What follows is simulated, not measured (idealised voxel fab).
voxel lift off: a process module
Section shown: cut. Width: 180 nm. Cell size: 5 nm, square.
Think of the cross-section as a grid of square cells. We describe it in bands, top to bottom, and each band covers one or more rows of those cells. Read a band's entry like this: the first values are the height of its top and the height of its bottom in nm, and what follows is the sequence of materials from left to right, each with its width in nm. Note that "air" is empty space, and that a single material marked "throughout" reaches across the band from edge to edge. Below 0: as-received wafer, all one material; heights counted from there. Lowest band: no bottom, goes on down, written "0 nm and below". Width "30->40": first value at the band's top row of cells, second value at its bottom row, equal change from row to row. You'll sometimes find "no change occurred" written for a step, and that's the way of saying that nowhere in the cross-section did a cell change during that step. The entry titled "Entrapped voids" provides the empty spaces that have no open way to the top, restricted to those of 8 cells or more. Each is presented as width x height at distance, the distance being measured from the left edge, with all three in nm. That trailing text on a step's line, after the settings, is the simulator's own remark on the step. overlay nm: for a step with a mask, the amount by which the mask lay right of where it was planned; a negative amount means left of it.

The planned process steps are enumerated hereunder:
1. RECEIVE (material Si)
2. CONFORMAL_DEP (material Al2O3; thk nm 15)
3. PATTERN (tone open; mask id LINES; material resist; width nm 25; pitch nm 50; thk nm 25; overlay nm 0)
4. DIRECTIONAL_DEP (material Ru; thk nm 10)
5. STRIP (etch materials resist)
6. CONFORMAL_DEP (material SiN; thk nm 5)

Received-state cross-section, reflecting completion of step 1:
    0 nm and below: Si throughout
    Entrapped voids: none

First wafer of two, sectioned at end of module; run went per plan:
    30 nm to 25 nm: air 45 nm | SiN 35 nm | air 15 nm | SiN 35 nm | air 50 nm
    25 nm to 20 nm: air 45 nm | SiN 5 nm | Ru 25 nm | SiN 5 nm | air 15 nm | SiN 5 nm | Ru 25 nm | SiN 5 nm | air 50 nm
    20 nm to 15 nm: SiN 50 nm | Ru 25 nm | SiN 25 nm | Ru 25 nm | SiN 55 nm
    15 nm to 0 nm: Al2O3 throughout
    0 nm and below: Si throughout
    Entrapped voids: none

This is the second of the two wafers, cross-sectioned at the end of the module; it started exactly like the first and was given the same plan, but it was run with one mistake:
    30 nm to 25 nm: air 40 nm | SiN 35 nm | air 15 nm | SiN 35 nm | air 55 nm
    25 nm to 20 nm: air 40 nm | SiN 5 nm | Ru 25 nm | SiN 5 nm | air 15 nm | SiN 5 nm | Ru 25 nm | SiN 5 nm | air 55 nm
    20 nm to 15 nm: SiN 45 nm | Ru 25 nm | SiN 25 nm | Ru 25 nm | SiN 60 nm
    15 nm to 0 nm: Al2O3 throughout
    0 nm and below: Si throughout
    Entrapped voids: none
It is concluded that the wafer was processed incorrectly with respect to the plan, in that step 3 was processed under conditions differing from the plan, specifically as PATTERN (tone open; mask id LINES; material resist; width nm 25; pitch nm 50; thk nm 25; overlay nm -5)
Same inventory, different map: at the end, the second wafer holds as many cells of each material as the first, placed elsewhere.
